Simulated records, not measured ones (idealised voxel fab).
Title: Process Module voxel spacer lines
We display cut, a cross-section 140 nm in width whose square cells are each 5 nm.
Cross-section spec: square-cell grid; bands listed top down; each band is one or more rows. In this notation a band is specified by the heights of its top and bottom, in that order and in nm, after which its materials appear from left to right, each paired with its width in nm. The word "everywhere" attached to a single material means that material fills the band from edge to edge; the word "blank" stands for empty space. We count height from 0. Below that, the starting wafer is all one material. The lowest band never ends at the bottom but goes on down; see "0 and below" for how that is written. Think of "30 to 40" as a width that walks from the first number to the second as you go down the band, top row to bottom row, taking equal-sized steps from row to row. You'll sometimes find "changes: none" written for a step, and that's the way of saying that nowhere in the cross-section did a cell change during that step. Basically, "Sealed void list" tells you about the enclosed voids: empty spaces with no open way to the top, 8 cells or bigger, each written width x height at distance, where distance is from the left edge, all in nm. On each step's line, the part that comes after the settings is the simulator's own comment on the step. "overlay nm", when on a step's line for a step with a mask, measures how far to the right of its planned place the mask lay; a negative measure means to the left.
LISTED BELOW ARE THE PROCESS STEPS AS PLANNED
1: RECEIVE with material Si
2: CONFORMAL_DEP with material SiO2, thk nm 5
3: DIRECTIONAL_DEP with material TiN, thk nm 20
4: DIRECTIONAL_DEP with material aC, thk nm 20
5: PATTERN with tone cover, mask id MANDREL, material resist, width nm 20, pitch nm 60, thk nm 30, overlay nm 0
6: DIRECTIONAL_ETCH with etch materials aC, depth nm 20
7: STRIP with etch materials resist
8: CONFORMAL_DEP with material SiN, thk nm 10
9: DIRECTIONAL_ETCH with etch materials SiN, depth nm 10
10: STRIP with etch materials aC
11: DIRECTIONAL_ETCH with etch materials TiN, depth nm 20
12: STRIP with etch materials SiN
13: FILL_DEP with material SiO2, thk nm 5
14: CMP with height nm 25
THE FIRST OF TWO WAFERS, RUN AS PLANNED
AS-RECEIVED STATE OF THE WAFER IN CROSS-SECTION, EQUIVALENT TO POST-STEP 1
> 0 and below  Si everywhere
> Sealed void list: none
CROSS-SECTION OF THE WAFER SUBSEQUENT TO STEP 2
> 5 down to 0  SiO2 everywhere
> Lower than 0, everything is as it was.
CROSS-SECTION OF THE WAFER SUBSEQUENT TO STEP 3
> 25 down to 5  TiN everywhere
> Lower than 5, everything is as it was.
CROSS-SECTION OF THE WAFER SUBSEQUENT TO STEP 4
> 45 down to 25  aC everywhere
> Lower than 25, everything is as it was.
CROSS-SECTION OF THE WAFER SUBSEQUENT TO STEP 5
> 75 down to 45  30 blank  20 resist  40 blank  20 resist  30 blank
> Lower than 45, everything is as it was.
CROSS-SECTION OF THE WAFER SUBSEQUENT TO STEP 6
> 55 down to 45  30 blank  20 resist  40 blank  20 resist  30 blank
> 45 down to 25  30 blank  20 aC  40 blank  20 aC  30 blank
> Lower than 25, everything is as it was.
CROSS-SECTION OF THE WAFER SUBSEQUENT TO STEP 7
> 45 down to 25  30 blank  20 aC  40 blank  20 aC  30 blank
> Lower than 25, everything is as it was.
CROSS-SECTION OF THE WAFER SUBSEQUENT TO STEP 8
> 55 down to 45  20 blank  40 SiN  20 blank  40 SiN  20 blank
> 45 down to 35  20 blank  10 SiN  20 aC  10 SiN  20 blank  10 SiN  20 aC  10 SiN  20 blank
> 35 down to 25  30 SiN  20 aC  40 SiN  20 aC  30 SiN
> Lower than 25, everything is as it was.
CROSS-SECTION OF THE WAFER SUBSEQUENT TO STEP 9
> 45 down to 25  20 blank  10 SiN  20 aC  10 SiN  20 blank  10 SiN  20 aC  10 SiN  20 blank
> Lower than 25, everything is as it was.
CROSS-SECTION OF THE WAFER SUBSEQUENT TO STEP 10
> 45 down to 25  20 blank  10 SiN  20 blank  10 SiN  20 blank  10 SiN  20 blank  10 SiN  20 blank
> Lower than 25, everything is as it was.
CROSS-SECTION OF THE WAFER SUBSEQUENT TO STEP 11
> 45 down to 25  20 blank  10 SiN  20 blank  10 SiN  20 blank  10 SiN  20 blank  10 SiN  20 blank
> 25 down to 5  20 blank  10 TiN  20 blank  10 TiN  20 blank  10 TiN  20 blank  10 TiN  20 blank
> Lower than 5, everything is as it was.
CROSS-SECTION OF THE WAFER SUBSEQUENT TO STEP 12
> 25 down to 5  20 blank  10 TiN  20 blank  10 TiN  20 blank  10 TiN  20 blank  10 TiN  20 blank
> Lower than 5, everything is as it was.
CROSS-SECTION OF THE WAFER SUBSEQUENT TO STEP 13
> 30 down to 25  SiO2 everywhere
> 25 down to 5  20 SiO2  10 TiN  20 SiO2  10 TiN  20 SiO2  10 TiN  20 SiO2  10 TiN  20 SiO2
> Lower than 5, everything is as it was.
CROSS-SECTION OF THE WAFER SUBSEQUENT TO STEP 14
> 25 down to 5  20 SiO2  10 TiN  20 SiO2  10 TiN  20 SiO2  10 TiN  20 SiO2  10 TiN  20 SiO2
> Lower than 5, everything is as it was.
HERE THE SECOND WAFER IS DESCRIBED. ITS START AND ITS PLAN WERE THOSE OF THE FIRST WAFER. ITS RUN CONTAINED ONE MISTAKE. UP TO AND INCLUDING STEP 2, IT DID EXACTLY WHAT THE FIRST WAFER DID
SECOND WAFER, SECTION VIEW, TIME POINT: SCHEDULED END OF STEP 3
> 25 down to 5  aC everywhere
> Lower than 5, everything is as it was.
SECOND WAFER, SECTION VIEW, TIME POINT: SCHEDULED END OF STEP 4
> 45 down to 25  TiN everywhere
> Lower than 25, everything is as it was.
SECOND WAFER, SECTION VIEW, TIME POINT: SCHEDULED END OF STEP 5
> 75 down to 45  30 blank  20 resist  40 blank  20 resist  30 blank
> Lower than 45, everything is as it was.
SECOND WAFER, SECTION VIEW, TIME POINT: SCHEDULED END OF STEP 6
> 55 down to 45  30 blank  20 resist  40 blank  20 resist  30 blank
> Lower than 45, everything is as it was.
SECOND WAFER, SECTION VIEW, TIME POINT: SCHEDULED END OF STEP 7
> 45 down to 25  TiN everywhere
> Lower than 25, everything is as it was.
SECOND WAFER, SECTION VIEW, TIME POINT: SCHEDULED END OF STEP 8
> 55 down to 45  SiN everywhere
> Lower than 45, everything is as it was.
SECOND WAFER, SECTION VIEW, TIME POINT: SCHEDULED END OF STEP 9
> 45 down to 25  TiN everywhere
> Lower than 25, everything is as it was.
Second wafer, section view, time point: scheduled end of step 10: changes: none
SECOND WAFER, SECTION VIEW, TIME POINT: SCHEDULED END OF STEP 11
> 25 down to 5  aC everywhere
> Lower than 5, everything is as it was.
Second wafer, section view, time point: scheduled end of step 12: changes: none
SECOND WAFER, SECTION VIEW, TIME POINT: SCHEDULED END OF STEP 13
> 30 down to 25  SiO2 everywhere
> Lower than 25, everything is as it was.
SECOND WAFER, SECTION VIEW, TIME POINT: SCHEDULED END OF STEP 14
> 25 down to 5  aC everywhere
> Lower than 5, everything is as it was.
Against the plan, the run slipped here: transposition of steps 3 and 4 relative to the planned sequence
FYI, end of process, the second wafer has more or fewer cells of some materials than the first: SiO2 -80, TiN -32, aC +112
